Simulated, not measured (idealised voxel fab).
process module | voxel wiring stack
cross-section cut | 205 nm wide | cells 5 nm
A cross-section is a grid of square cells, given in bands from the top down. A band is one or more rows of cells.
Each band's line starts with the height of the band's top and of its bottom, in nm. Then come its materials from left to right, each with its width in nm. One material with "throughout" fills the band from edge to edge. "air" is empty space.
Height 0 is the level under which the wafer as received is all one material. The lowest band goes on downwards, as in "0 down".
A width such as "30 to 40" changes by the same amount from each row of cells to the next, from the band's top row to its bottom row.
"no change" after a step means that no cell of the cross-section changed.
closed voids: empty space of 8 cells or more with no open way to the top, each as width x height at its distance from the left edge, in nm
after a step's settings: what the simulator itself notes on the step
overlay nm, on a step with a mask: how far to the right of its planned place the mask lay; to the left if negative
plan
1 op RECEIVE | material Si
2 op CONFORMAL_DEP | material SiO2 | thk nm 15
3 op DIRECTIONAL_DEP | material TiN | thk nm 5
4 op DIRECTIONAL_DEP | material W | thk nm 25
5 op DIRECTIONAL_DEP | material aC | thk nm 15
6 op PATTERN | tone cover | mask id METAL_1 | material resist | width nm 20 | pitch nm 40 | thk nm 30 | overlay nm 0
7 op DIRECTIONAL_ETCH | etch materials aC | depth nm 15
8 op STRIP | etch materials resist
9 op DIRECTIONAL_ETCH | etch materials W | depth nm 25
10 op DIRECTIONAL_ETCH | etch materials TiN | depth nm 5
11 op STRIP | etch materials aC
12 op CONFORMAL_DEP | material SiCN | thk nm 5
13 op FILL_DEP | material SiO2 | thk nm 5
14 op CMP | height nm 45
15 op CONFORMAL_DEP | material SiCN | thk nm 5
16 op DIRECTIONAL_DEP | material lowk | thk nm 30
17 op MASKED_ETCH | tone open | mask id METAL_2_HOLES | width nm 15 | pitch nm 80 | etch materials lowk | depth nm 30 | overlay nm 0
18 op PATTERN | tone open | mask id METAL_2 | material resist | width nm 20 | pitch nm 40 | thk nm 20 | overlay nm 0
19 op DIRECTIONAL_ETCH | etch materials lowk | depth nm 15
20 op DIRECTIONAL_ETCH | etch materials SiCN | depth nm 5
21 op STRIP | etch materials resist
22 op CONFORMAL_DEP | material TiN | thk nm 5
23 op FILL_DEP | material Cu | thk nm 5
24 op CMP | height nm 80
25 op CONFORMAL_DEP | material SiCN | thk nm 5
26 op DIRECTIONAL_DEP | material SiO2 | thk nm 30
27 op MASKED_ETCH | tone open | mask id METAL_3 | width nm 20 | pitch nm 40 | etch materials SiO2 | depth nm 15 | overlay nm 0
28 op MASKED_ETCH | tone open | mask id METAL_3_HOLES | width nm 15 | pitch nm 80 | etch materials SiO2 | depth nm 15 | overlay nm 0
29 op MASKED_ETCH | tone open | mask id METAL_3_HOLES | width nm 15 | pitch nm 80 | etch materials SiCN | depth nm 5 | overlay nm 0
30 op CONFORMAL_DEP | material TiN | thk nm 5
31 op FILL_DEP | material Ru | thk nm 5
32 op CMP | height nm 115
33 op CONFORMAL_DEP | material SiCN | thk nm 5
34 op DIRECTIONAL_DEP | material SiO2 | thk nm 25
35 op MASKED_ETCH | tone open | mask id METAL_4 | width nm 20 | pitch nm 40 | etch materials SiO2 | depth nm 15 | overlay nm 0
36 op PATTERN | tone open | mask id METAL_4_HOLES | material resist | width nm 15 | pitch nm 80 | thk nm 20 | overlay nm 0
37 op DIRECTIONAL_ETCH | etch materials SiO2 | depth nm 10
38 op DIRECTIONAL_ETCH | etch materials SiCN | depth nm 5
39 op STRIP | etch materials resist
40 op CONFORMAL_DEP | material TiN | thk nm 5
41 op FILL_DEP | material Ru | thk nm 10
42 op CMP | height nm 145
43 op CONFORMAL_DEP | material SiN | thk nm 5
first wafer, as planned
as received, after step 1
  0 down: Si throughout
  closed voids: none
after step 2
  15 to 0: SiO2 throughout
  below 0: unchanged
after step 3
  20 to 15: TiN throughout
  below 15: unchanged
after step 4
  45 to 20: W throughout
  below 20: unchanged
after step 5
  60 to 45: aC throughout
  below 45: unchanged
after step 6
  90 to 60: air 30 | resist 20 | air 20 | resist 20 | air 20 | resist 20 | air 20 | resist 20 | air 35
  below 60: unchanged
after step 7
  75 to 60: air 30 | resist 20 | air 20 | resist 20 | air 20 | resist 20 | air 20 | resist 20 | air 35
  60 to 45: air 30 | aC 20 | air 20 | aC 20 | air 20 | aC 20 | air 20 | aC 20 | air 35
  below 45: unchanged
after step 8
  60 to 45: air 30 | aC 20 | air 20 | aC 20 | air 20 | aC 20 | air 20 | aC 20 | air 35
  below 45: unchanged
after step 9
  60 to 45: air 30 | aC 20 | air 20 | aC 20 | air 20 | aC 20 | air 20 | aC 20 | air 35
  45 to 20: air 30 | W 20 | air 20 | W 20 | air 20 | W 20 | air 20 | W 20 | air 35
  below 20: unchanged
after step 10
  60 to 45: air 30 | aC 20 | air 20 | aC 20 | air 20 | aC 20 | air 20 | aC 20 | air 35
  45 to 20: air 30 | W 20 | air 20 | W 20 | air 20 | W 20 | air 20 | W 20 | air 35
  20 to 15: air 30 | TiN 20 | air 20 | TiN 20 | air 20 | TiN 20 | air 20 | TiN 20 | air 35
  below 15: unchanged
after step 11
  45 to 20: air 30 | W 20 | air 20 | W 20 | air 20 | W 20 | air 20 | W 20 | air 35
  below 20: unchanged
after step 12
  50 to 45: air 25 | SiCN 30 | air 10 | SiCN 30 | air 10 | SiCN 30 | air 10 | SiCN 30 | air 30
  45 to 20: air 25 | SiCN 5 | W 20 | SiCN 5 | air 10 | SiCN 5 | W 20 | SiCN 5 | air 10 | SiCN 5 | W 20 | SiCN 5 | air 10 | SiCN 5 | W 20 | SiCN 5 | air 30
  20 to 15: SiCN 30 | TiN 20 | SiCN 20 | TiN 20 | SiCN 20 | TiN 20 | SiCN 20 | TiN 20 | SiCN 35
  below 15: unchanged
after step 13
  55 to 50: SiO2 throughout
  50 to 45: SiO2 25 | SiCN 30 | SiO2 10 | SiCN 30 | SiO2 10 | SiCN 30 | SiO2 10 | SiCN 30 | SiO2 30
  45 to 20: SiO2 25 | SiCN 5 | W 20 | SiCN 5 | SiO2 10 | SiCN 5 | W 20 | SiCN 5 | SiO2 10 | SiCN 5 | W 20 | SiCN 5 | SiO2 10 | SiCN 5 | W 20 | SiCN 5 | SiO2 30
  below 20: unchanged
after step 14
  45 to 20: SiO2 25 | SiCN 5 | W 20 | SiCN 5 | SiO2 10 | SiCN 5 | W 20 | SiCN 5 | SiO2 10 | SiCN 5 | W 20 | SiCN 5 | SiO2 10 | SiCN 5 | W 20 | SiCN 5 | SiO2 30
  below 20: unchanged
after step 15
  50 to 45: SiCN throughout
  below 45: unchanged
after step 16
  80 to 50: lowk throughout
  below 50: unchanged
after step 17
  80 to 50: lowk 30 | air 15 | lowk 65 | air 15 | lowk 80
  below 50: unchanged
after step 18
  100 to 80: resist 30 | air 20 | resist 20 | air 20 | resist 20 | air 20 | resist 20 | air 20 | resist 35
  below 80: unchanged
after step 19
  100 to 80: resist 30 | air 20 | resist 20 | air 20 | resist 20 | air 20 | resist 20 | air 20 | resist 35
  80 to 65: lowk 30 | air 20 | lowk 20 | air 20 | lowk 20 | air 20 | lowk 20 | air 20 | lowk 35
  below 65: unchanged
after step 20
  100 to 80: resist 30 | air 20 | resist 20 | air 20 | resist 20 | air 20 | resist 20 | air 20 | resist 35
  80 to 65: lowk 30 | air 20 | lowk 20 | air 20 | lowk 20 | air 20 | lowk 20 | air 20 | lowk 35
  65 to 50: lowk 30 | air 15 | lowk 65 | air 15 | lowk 80
  50 to 45: SiCN 30 | air 15 | SiCN 65 | air 15 | SiCN 80
  below 45: unchanged
after step 21
  80 to 65: lowk 30 | air 20 | lowk 20 | air 20 | lowk 20 | air 20 | lowk 20 | air 20 | lowk 35
  below 65: unchanged
after step 22
  85 to 80: TiN 35 | air 10 | TiN 30 | air 10 | TiN 30 | air 10 | TiN 30 | air 10 | TiN 40
  80 to 70: lowk 30 | TiN 5 | air 10 | TiN 5 | lowk 20 | TiN 5 | air 10 | TiN 5 | lowk 20 | TiN 5 | air 10 | TiN 5 | lowk 20 | TiN 5 | air 10 | TiN 5 | lowk 35
  70 to 65: lowk 30 | TiN 5 | air 5 | TiN 10 | lowk 20 | TiN 20 | lowk 20 | TiN 5 | air 5 | TiN 10 | lowk 20 | TiN 20 | lowk 35
  65 to 50: lowk 30 | TiN 5 | air 5 | TiN 5 | lowk 65 | TiN 5 | air 5 | TiN 5 | lowk 80
  50 to 45: SiCN 30 | TiN 15 | SiCN 65 | TiN 15 | SiCN 80
  below 45: unchanged
after step 23
  90 to 85: Cu throughout
  85 to 80: TiN 35 | Cu 10 | TiN 30 | Cu 10 | TiN 30 | Cu 10 | TiN 30 | Cu 10 | TiN 40
  80 to 70: lowk 30 | TiN 5 | Cu 10 | TiN 5 | lowk 20 | TiN 5 | Cu 10 | TiN 5 | lowk 20 | TiN 5 | Cu 10 | TiN 5 | lowk 20 | TiN 5 | Cu 10 | TiN 5 | lowk 35
  70 to 65: lowk 30 | TiN 5 | Cu 5 | TiN 10 | lowk 20 | TiN 20 | lowk 20 | TiN 5 | Cu 5 | TiN 10 | lowk 20 | TiN 20 | lowk 35
  65 to 50: lowk 30 | TiN 5 | Cu 5 | TiN 5 | lowk 65 | TiN 5 | Cu 5 | TiN 5 | lowk 80
  below 50: unchanged
after step 24
  80 to 70: lowk 30 | TiN 5 | Cu 10 | TiN 5 | lowk 20 | TiN 5 | Cu 10 | TiN 5 | lowk 20 | TiN 5 | Cu 10 | TiN 5 | lowk 20 | TiN 5 | Cu 10 | TiN 5 | lowk 35
  below 70: unchanged
after step 25
  85 to 80: SiCN throughout
  below 80: unchanged
after step 26
  115 to 85: SiO2 throughout
  below 85: unchanged
after step 27
  115 to 100: SiO2 30 | air 20 | SiO2 20 | air 20 | SiO2 20 | air 20 | SiO2 20 | air 20 | SiO2 35
  below 100: unchanged
after step 28
  115 to 100: SiO2 30 | air 20 | SiO2 20 | air 20 | SiO2 20 | air 20 | SiO2 20 | air 20 | SiO2 35
  100 to 85: SiO2 30 | air 15 | SiO2 65 | air 15 | SiO2 80
  below 85: unchanged
after step 29
  115 to 100: SiO2 30 | air 20 | SiO2 20 | air 20 | SiO2 20 | air 20 | SiO2 20 | air 20 | SiO2 35
  100 to 85: SiO2 30 | air 15 | SiO2 65 | air 15 | SiO2 80
  85 to 80: SiCN 30 | air 15 | SiCN 65 | air 15 | SiCN 80
  below 80: unchanged
after step 30
  120 to 115: TiN 35 | air 10 | TiN 30 | air 10 | TiN 30 | air 10 | TiN 30 | air 10 | TiN 40
  115 to 105: SiO2 30 | TiN 5 | air 10 | TiN 5 | SiO2 20 | TiN 5 | air 10 | TiN 5 | SiO2 20 | TiN 5 | air 10 | TiN 5 | SiO2 20 | TiN 5 | air 10 | TiN 5 | SiO2 35
  105 to 100: SiO2 30 | TiN 5 | air 5 | TiN 10 | SiO2 20 | TiN 20 | SiO2 20 | TiN 5 | air 5 | TiN 10 | SiO2 20 | TiN 20 | SiO2 35
  100 to 85: SiO2 30 | TiN 5 | air 5 | TiN 5 | SiO2 65 | TiN 5 | air 5 | TiN 5 | SiO2 80
  85 to 80: SiCN 30 | TiN 15 | SiCN 65 | TiN 15 | SiCN 80
  below 80: unchanged
after step 31
  125 to 120: Ru throughout
  120 to 115: TiN 35 | Ru 10 | TiN 30 | Ru 10 | TiN 30 | Ru 10 | TiN 30 | Ru 10 | TiN 40
  115 to 105: SiO2 30 | TiN 5 | Ru 10 | TiN 5 | SiO2 20 | TiN 5 | Ru 10 | TiN 5 | SiO2 20 | TiN 5 | Ru 10 | TiN 5 | SiO2 20 | TiN 5 | Ru 10 | TiN 5 | SiO2 35
  105 to 100: SiO2 30 | TiN 5 | Ru 5 | TiN 10 | SiO2 20 | TiN 20 | SiO2 20 | TiN 5 | Ru 5 | TiN 10 | SiO2 20 | TiN 20 | SiO2 35
  100 to 85: SiO2 30 | TiN 5 | Ru 5 | TiN 5 | SiO2 65 | TiN 5 | Ru 5 | TiN 5 | SiO2 80
  below 85: unchanged
after step 32
  115 to 105: SiO2 30 | TiN 5 | Ru 10 | TiN 5 | SiO2 20 | TiN 5 | Ru 10 | TiN 5 | SiO2 20 | TiN 5 | Ru 10 | TiN 5 | SiO2 20 | TiN 5 | Ru 10 | TiN 5 | SiO2 35
  below 105: unchanged
after step 33
  120 to 115: SiCN throughout
  below 115: unchanged
after step 34
  145 to 120: SiO2 throughout
  below 120: unchanged
after step 35
  145 to 130: SiO2 30 | air 20 | SiO2 20 | air 20 | SiO2 20 | air 20 | SiO2 20 | air 20 | SiO2 35
  below 130: unchanged
after step 36
  165 to 145: resist 30 | air 15 | resist 65 | air 15 | resist 80
  145 to 130: SiO2 30 | air 15 | resist 5 | SiO2 20 | resist 20 | SiO2 20 | air 15 | resist 5 | SiO2 20 | resist 20 | SiO2 35
  below 130: unchanged
after step 37
  165 to 145: resist 30 | air 15 | resist 65 | air 15 | resist 80
  145 to 130: SiO2 30 | air 15 | resist 5 | SiO2 20 | resist 20 | SiO2 20 | air 15 | resist 5 | SiO2 20 | resist 20 | SiO2 35
  130 to 120: SiO2 30 | air 15 | SiO2 65 | air 15 | SiO2 80
  below 120: unchanged
after step 38
  165 to 145: resist 30 | air 15 | resist 65 | air 15 | resist 80
  145 to 130: SiO2 30 | air 15 | resist 5 | SiO2 20 | resist 20 | SiO2 20 | air 15 | resist 5 | SiO2 20 | resist 20 | SiO2 35
  130 to 120: SiO2 30 | air 15 | SiO2 65 | air 15 | SiO2 80
  120 to 115: SiCN 30 | air 15 | SiCN 65 | air 15 | SiCN 80
  below 115: unchanged
after step 39
  145 to 130: SiO2 30 | air 20 | SiO2 20 | air 20 | SiO2 20 | air 20 | SiO2 20 | air 20 | SiO2 35
  below 130: unchanged
after step 40
  150 to 145: TiN 35 | air 10 | TiN 30 | air 10 | TiN 30 | air 10 | TiN 30 | air 10 | TiN 40
  145 to 135: SiO2 30 | TiN 5 | air 10 | TiN 5 | SiO2 20 | TiN 5 | air 10 | TiN 5 | SiO2 20 | TiN 5 | air 10 | TiN 5 | SiO2 20 | TiN 5 | air 10 | TiN 5 | SiO2 35
  135 to 130: SiO2 30 | TiN 5 | air 5 | TiN 10 | SiO2 20 | TiN 20 | SiO2 20 | TiN 5 | air 5 | TiN 10 | SiO2 20 | TiN 20 | SiO2 35
  130 to 120: SiO2 30 | TiN 5 | air 5 | TiN 5 | SiO2 65 | TiN 5 | air 5 | TiN 5 | SiO2 80
  120 to 115: SiCN 30 | TiN 15 | SiCN 65 | TiN 15 | SiCN 80
  below 115: unchanged
after step 41
  160 to 150: Ru throughout
  150 to 145: TiN 35 | Ru 10 | TiN 30 | Ru 10 | TiN 30 | Ru 10 | TiN 30 | Ru 10 | TiN 40
  145 to 135: SiO2 30 | TiN 5 | Ru 10 | TiN 5 | SiO2 20 | TiN 5 | Ru 10 | TiN 5 | SiO2 20 | TiN 5 | Ru 10 | TiN 5 | SiO2 20 | TiN 5 | Ru 10 | TiN 5 | SiO2 35
  135 to 130: SiO2 30 | TiN 5 | Ru 5 | TiN 10 | SiO2 20 | TiN 20 | SiO2 20 | TiN 5 | Ru 5 | TiN 10 | SiO2 20 | TiN 20 | SiO2 35
  130 to 120: SiO2 30 | TiN 5 | Ru 5 | TiN 5 | SiO2 65 | TiN 5 | Ru 5 | TiN 5 | SiO2 80
  below 120: unchanged
after step 42
  145 to 135: SiO2 30 | TiN 5 | Ru 10 | TiN 5 | SiO2 20 | TiN 5 | Ru 10 | TiN 5 | SiO2 20 | TiN 5 | Ru 10 | TiN 5 | SiO2 20 | TiN 5 | Ru 10 | TiN 5 | SiO2 35
  below 135: unchanged
after step 43
  150 to 145: SiN throughout
  below 145: unchanged
second wafer: like start, like plan, one mistake. Through step 35 it matches the first wafer
when step 36 should have ended
  165 to 145: air 30 | resist 15 | air 65 | resist 15 | air 80
  145 to 130: SiO2 30 | resist 15 | air 5 | SiO2 20 | air 20 | SiO2 20 | resist 15 | air 5 | SiO2 20 | air 20 | SiO2 35
  below 130: unchanged
when step 37 should have ended
  165 to 135: air 30 | resist 15 | air 65 | resist 15 | air 80
  135 to 130: SiO2 30 | resist 15 | air 5 | SiO2 20 | air 20 | SiO2 20 | resist 15 | air 5 | SiO2 20 | air 20 | SiO2 35
  130 to 120: SiO2 45 | air 5 | SiO2 20 | air 20 | SiO2 35 | air 5 | SiO2 20 | air 20 | SiO2 35
  below 120: unchanged
when step 38 should have ended
  165 to 135: air 30 | resist 15 | air 65 | resist 15 | air 80
  135 to 130: SiO2 30 | resist 15 | air 5 | SiO2 20 | air 20 | SiO2 20 | resist 15 | air 5 | SiO2 20 | air 20 | SiO2 35
  130 to 120: SiO2 45 | air 5 | SiO2 20 | air 20 | SiO2 35 | air 5 | SiO2 20 | air 20 | SiO2 35
  120 to 115: SiCN 45 | air 5 | SiCN 20 | air 20 | SiCN 35 | air 5 | SiCN 20 | air 20 | SiCN 35
  below 115: unchanged
when step 39 should have ended
  135 to 130: SiO2 30 | air 20 | SiO2 20 | air 20 | SiO2 20 | air 20 | SiO2 20 | air 20 | SiO2 35
  below 130: unchanged
when step 40 should have ended
  140 to 135: TiN 35 | air 10 | TiN 30 | air 10 | TiN 30 | air 10 | TiN 30 | air 10 | TiN 40
  135 to 130: SiO2 30 | TiN 20 | SiO2 20 | TiN 5 | air 10 | TiN 5 | SiO2 20 | TiN 20 | SiO2 20 | TiN 5 | air 10 | TiN 5 | SiO2 35
  130 to 120: SiO2 45 | TiN 5 | SiO2 20 | TiN 5 | air 10 | TiN 5 | SiO2 35 | TiN 5 | SiO2 20 | TiN 5 | air 10 | TiN 5 | SiO2 35
  120 to 115: SiCN 45 | TiN 5 | SiCN 20 | TiN 20 | SiCN 35 | TiN 5 | SiCN 20 | TiN 20 | SiCN 35
  below 115: unchanged
when step 41 should have ended
  150 to 140: Ru throughout
  140 to 135: TiN 35 | Ru 10 | TiN 30 | Ru 10 | TiN 30 | Ru 10 | TiN 30 | Ru 10 | TiN 40
  135 to 130: SiO2 30 | TiN 20 | SiO2 20 | TiN 5 | Ru 10 | TiN 5 | SiO2 20 | TiN 20 | SiO2 20 | TiN 5 | Ru 10 | TiN 5 | SiO2 35
  130 to 120: SiO2 45 | TiN 5 | SiO2 20 | TiN 5 | Ru 10 | TiN 5 | SiO2 35 | TiN 5 | SiO2 20 | TiN 5 | Ru 10 | TiN 5 | SiO2 35
  below 120: unchanged
when step 42 should have ended
  145 to 140: Ru throughout
  below 140: unchanged
when step 43 should have ended
  150 to 145: SiN throughout
  below 145: unchanged
what went wrong: step 36 ran as: op PATTERN | tone cover | mask id METAL_4_HOLES | material resist | width nm 15 | pitch nm 80 | thk nm 20 | overlay nm 0
at the end the second wafer has, in cells: 39 more of Ru | 4 fewer of SiCN | 58 fewer of SiO2 | 23 more of TiN
